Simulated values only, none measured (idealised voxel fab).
Process module in this document: voxel self aligned vias
Cross-section cut: width 235 nm, square cells of 5 nm.
If you're reading a cross-section in this doc, picture square cells in a grid; it comes to you as bands, top ones listed first down to the bottom, and a band can be one or more rows of cells. Heads up on the band format: heights come first, top then bottom, in nm. After that it's the materials left to right, each with its width in nm. A single material flagged "all across" fills the whole band edge to edge, and "blank" means there's empty space there. For the purposes of this specification, 0 denotes the height below which the wafer in its as-received condition is composed wholly of one material, and the lowermost band, lacking a lower limit, extends downward without end, as expressed in "top 0, no bottom". Width spec "30..40" -> top row of cells at first value, bottom row at second value, equal per-row change in between. Reading "left unchanged" for a step: not a cell of the cross-section changed in it. This entry, "Sealed internal cavities", enumerates those empty regions of no fewer than 8 cells that possess no open connection to the top. Each region is reported in the form width x height at distance, the distance being taken from the left edge, with all three quantities expressed in nm. Text after the settings on a step's line: the simulator's own remark on that step. If you see "overlay nm" on a step's line and that step has a mask, it's telling you how far right of where it was planned the mask ended up; a negative number means it went left instead.
**Process steps (planned)**
1. RECEIVE,material Si
2. CONFORMAL_DEP,material SiO2,thk nm 10
3. CONFORMAL_DEP,material SiCN,thk nm 5
4. DIRECTIONAL_DEP,material lowk,thk nm 20
5. MASKED_ETCH,tone open,mask id LINES,width nm 30,pitch nm 70,etch materials lowk,depth nm 20,overlay nm 0
6. CONFORMAL_DEP,material TiN,thk nm 5
7. FILL_DEP,material W,thk nm 10
8. CMP,height nm 35
9. SELECTIVE_ETCH,etch materials W Ru TiN,depth nm 5
10. FILL_DEP,material SiN,thk nm 5
11. CMP,height nm 35
12. DIRECTIONAL_DEP,material lowk,thk nm 15
13. PATTERN,tone open,mask id VIAS,material resist,width nm 50,thk nm 20,overlay nm 0
14. DIRECTIONAL_ETCH,etch materials lowk,depth nm 15
15. DIRECTIONAL_ETCH,etch materials SiN,depth nm 5
16. STRIP,etch materials resist
17. CONFORMAL_DEP,material TiN,thk nm 5
18. FILL_DEP,material Cu,thk nm 5
19. CMP,height nm 50
20. CONFORMAL_DEP,material SiCN,thk nm 5
**Incoming wafer, cross-sectional view, post step 1**
> top 0, no bottom  Si all across
> Sealed internal cavities: none
**Module complete, cross-section. Starting point and plan per above. One mistake made in running the module**
> top 55, bottom 50  SiCN all across
> top 50, bottom 35  Cu all across
> top 35, bottom 30  65 lowk, then 30 SiN, then 40 lowk, then 30 SiN, then 70 lowk
> top 30, bottom 20  65 lowk, then 5 TiN, then 20 W, then 5 TiN, then 40 lowk, then 5 TiN, then 20 W, then 5 TiN, then 70 lowk
> top 20, bottom 15  65 lowk, then 30 TiN, then 40 lowk, then 30 TiN, then 70 lowk
> top 15, bottom 10  SiCN all across
> top 10, bottom 0  SiO2 all across
> top 0, no bottom  Si all across
> Sealed internal cavities: none
Where did the run depart from the plan? contrary to plan, step 12 was performed as DIRECTIONAL_DEP,material Cu,thk nm 15
